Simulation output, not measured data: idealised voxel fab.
The process module that follows is named voxel double patterning.
The figure presents cross-section cut, which has a width of 210 nm and is divided into square cells with an edge length of 5 nm.
In this document a cross-section is written as a grid of square cells. It is given as a series of bands, listed from the top down, and a band is one or more rows of cells.
The band entry comprises the height of the band's top followed by the height of its bottom, expressed in nm, and subsequently the band's materials from left to right, each stated together with its width in nm. Where a single material is marked with the word "edge to edge", that material fills the band from edge to edge. The word "empty" represents empty space.
The reference from which all heights are counted is 0, the level beneath which the as-received wafer is entirely one material; the lowest band, having no lower bound, proceeds downward and is written after the example "0 -> down".
Quick explanation for "30..40": the width changes in equal steps down the rows of cells, from the first number in the band's top row to the second number in its bottom row.
It should be understood that the words "no alteration", when stated for a given step, signify that the cross-section underwent no change in any of its cells during that step.
"Encapsulated voids" means: voids of 8 cells or more that are shut off from the top with no open way through. Written width x height at distance, distance from the left edge, in nm.
Step line, after settings: the simulator's comment on this step.
The setting "overlay nm" may be written on the line of a step. When the step uses a mask, the value reports how far to the right of the planned place the mask lay, and a negative value reports that it lay to the left.
### These are the steps we planned for the process
1 RECEIVE: material Si
2 CONFORMAL_DEP: material SiO2, thk nm 10
3 DIRECTIONAL_DEP: material polySi, thk nm 10
4 DIRECTIONAL_DEP: material SiCN, thk nm 5
5 DIRECTIONAL_DEP: material aC, thk nm 10
6 PATTERN: tone open, mask id FIRST, material resist, width nm 15, pitch nm 50, thk nm 30, overlay nm 0
7 DIRECTIONAL_ETCH: etch materials aC, depth nm 10
8 STRIP: etch materials resist
9 DIRECTIONAL_ETCH: etch materials SiCN, depth nm 5
10 STRIP: etch materials aC
11 MASKED_ETCH: tone open, mask id SECOND, width nm 15, pitch nm 50, etch materials SiCN, depth nm 5, overlay nm 0
12 DIRECTIONAL_ETCH: etch materials polySi, depth nm 10
13 STRIP: etch materials SiCN
### Shown in cross-section is the wafer as received, that is, as it stands after step 1
- 0 -> down  Si edge to edge
- Encapsulated voids: none
### Module complete, cross-section. Starting point and plan per above. One mistake made in running the module
- 20 -> 10  SiO2 edge to edge
- 10 -> 0  polySi edge to edge
- 0 -> down  Si edge to edge
- Encapsulated voids: none
Misprocessing identified: it was found that steps 2 and 3 of the process plan had been performed in exchanged positions
